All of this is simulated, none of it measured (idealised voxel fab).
Module name: voxel gate over fins (process module)
Section shown: cut. Width: 165 nm. Cell size: 5 nm, square.
This document writes a cross-section as a grid whose cells are square, and gives it as bands, listed from the top down; one or more rows of cells form a band.
Band: top and bottom heights (nm) first, top before bottom; then materials from left to right, widths in nm. "edge to edge" marks a sole material filling the band edge to edge. "blank" denotes empty space.
Height 0 is the level under which the wafer as received is all one material. The lowest band goes on downwards, as in "0 down".
Width: "30->40" (first number = top row, second number = bottom row, same change from row to row of cells).
Step marked "no alterations made"? Then no cell in the cross-section changed in it.
The entry titled "Voids, enclosed" provides the empty spaces that have no open way to the top, restricted to those of 8 cells or more. Each is presented as width x height at distance, the distance being measured from the left edge, with all three in nm.
Where a step's line continues beyond its settings, the continuation is a remark by the simulator itself on that step.
"overlay nm" answers the question of how far to the right of plan the mask lay on a step that has a mask, and when it is negative the answer is to the left.
# So here's the lineup of process steps we planned
1: RECEIVE | material Si
2: CONFORMAL_DEP | material SiN | thk nm 10
3: MASKED_ETCH | tone cover | mask id FINS | width nm 15 | pitch nm 55 | etch materials SiN | depth nm 10 | overlay nm 0
4: MASKED_ETCH | tone cover | mask id FINS | width nm 15 | pitch nm 55 | etch materials Si | depth nm 30 | overlay nm 0
5: OXIDIZE | depth nm 5
6: FILL_DEP | material SiO2 | thk nm 5
7: CMP | height nm 10
8: DIRECTIONAL_DEP | material aC | thk nm 10
9: PATTERN | tone open | mask id RAIL | material resist | width nm 15 | thk nm 30 | overlay nm 0
10: DIRECTIONAL_ETCH | etch materials aC | depth nm 10
11: STRIP | etch materials resist
12: DIRECTIONAL_ETCH | etch materials SiO2 | depth nm 35
13: STRIP | etch materials aC
14: CONFORMAL_DEP | material TiN | thk nm 5
15: FILL_DEP | material W | thk nm 5
16: CMP | height nm 10
17: SELECTIVE_ETCH | etch materials W Ru TiN | depth nm 30
18: FILL_DEP | material SiO2 | thk nm 5
19: CMP | height nm 10
20: SELECTIVE_ETCH | etch materials SiO2 | depth nm 20
21: STRIP | etch materials SiN
22: CONFORMAL_DEP | material HfO2 | thk nm 5
23: CONFORMAL_DEP | material TiN | thk nm 5
24: CONFORMAL_DEP | material TiAl | thk nm 5
25: CONFORMAL_DEP | material TiN | thk nm 5
26: FILL_DEP | material W | thk nm 10
27: CMP | height nm 25
28: CONFORMAL_DEP | material SiN | thk nm 10
# Step 1 complete: cross-section of the wafer as received
* 0 down  Si edge to edge
* Voids, enclosed: none
# The module was run from the start shown above using the plan shown above, but one mistake was made doing it; the resulting wafer cross-section is below
* 35 to 25  SiN edge to edge
* 25 to 20  W edge to edge
* 20 to 15  W 30 nm, TiN 45 nm, W 10 nm, TiN 45 nm, W 35 nm
* 15 to 10  W 30 nm, TiN 5 nm, TiAl 35 nm, TiN 5 nm, W 10 nm, TiN 5 nm, TiAl 35 nm, TiN 5 nm, W 35 nm
* 10 to 5  TiN 35 nm, TiAl 5 nm, TiN 25 nm, TiAl 5 nm, TiN 20 nm, TiAl 5 nm, TiN 25 nm, TiAl 5 nm, TiN 40 nm
* 5 to 0  TiAl 40 nm, TiN 5 nm, HfO2 15 nm, TiN 5 nm, TiAl 30 nm, TiN 5 nm, HfO2 15 nm, TiN 5 nm, TiAl 45 nm
* 0 to -5  TiN 45 nm, HfO2 5 nm, Si 5 nm, HfO2 5 nm, TiN 40 nm, HfO2 5 nm, Si 5 nm, HfO2 5 nm, TiN 50 nm
* -5 to -10  HfO2 50 nm, Si 5 nm, HfO2 50 nm, Si 5 nm, HfO2 55 nm
* -10 to -20  SiO2 50 nm, Si 5 nm, SiO2 50 nm, Si 5 nm, SiO2 55 nm
* -20 to -25  TiN 45 nm, SiO2 5 nm, Si 5 nm, SiO2 5 nm, TiN 10 nm, SiO2 15 nm, TiN 15 nm, SiO2 5 nm, Si 5 nm, SiO2 5 nm, TiN 50 nm
* -25 to -35  SiO2 50 nm, Si 5 nm, SiO2 50 nm, Si 5 nm, SiO2 55 nm
* -35 down  Si edge to edge
* Voids, enclosed: none
The mistake made against the process plan was this: step 9 was run on a setting that differed from the plan, and what really ran there is PATTERN | tone cover | mask id RAIL | material resist | width nm 15 | thk nm 30 | overlay nm 0
